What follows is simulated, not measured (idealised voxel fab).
Presented below is a process module, voxel local oxidation.
The cross-section on display is named cut; it measures 160 nm wide, and its cells are 5 nm squares.
If you're reading a cross-section in this doc, picture square cells in a grid; it comes to you as bands, top ones listed first down to the bottom, and a band can be one or more rows of cells. Top, bottom (nm), then materials left to right with widths (nm); lone material tagged "edge to edge" fills the whole band edge to edge; "empty" = empty space. Where do heights start? At 0: under that level the wafer as delivered is made of one material only. And the lowest band has no floor; it just carries on downward, as in "top 0, no bottom". Note: "30..40" means the width goes from the first number (top row of the band) to the second number (bottom row) in equal steps per row of cells. Basically "remains unaltered" means that step didn't change any cell in the cross-section. Look at "Sealed voids" for the closed voids: empty spaces with no open path to the top, sized 8 cells or up. Each is width x height at distance, distance from the left edge, all nm. Note: text after step settings on the step line = simulator remark on that step. Regarding "overlay nm": on a step with a mask, it is the distance the mask lay to the right of its planned place; a negative value places it to the left.

Steps in the process plan:
1,RECEIVE [material Si]
2,CONFORMAL_DEP [material SiO2] [thk nm 5]
3,CONFORMAL_DEP [material SiN] [thk nm 15]
4,PATTERN [tone cover] [mask id ACTIVE] [material resist] [width nm 115] [thk nm 20] [overlay nm 0]
5,DIRECTIONAL_ETCH [etch materials SiN] [depth nm 15]
6,STRIP [etch materials resist]
7,SELECTIVE_ETCH [etch materials SiO2] [depth nm 5]
8,OXIDIZE [depth nm 15]
9,STRIP [etch materials SiN]

This is the cross-section of the wafer as we received it, i.e. after step 1:
    top 0, no bottom = Si edge to edge
    Sealed voids: none

Same starting wafer, same plan as above, one mistake in the execution; this is the cross-section at the end of the module:
    top 5, bottom 0 = empty 20 nm; SiO2 115 nm; empty 25 nm
    top 0, bottom -15 = SiO2 35 nm; Si 85 nm; SiO2 40 nm
    top -15, no bottom = Si edge to edge
    Sealed voids: none
The plan and the run diverged here: step 4 went in with a setting other than planned; the actual run was PATTERN [tone cover] [mask id ACTIVE] [material resist] [width nm 125] [thk nm 20] [overlay nm 0]
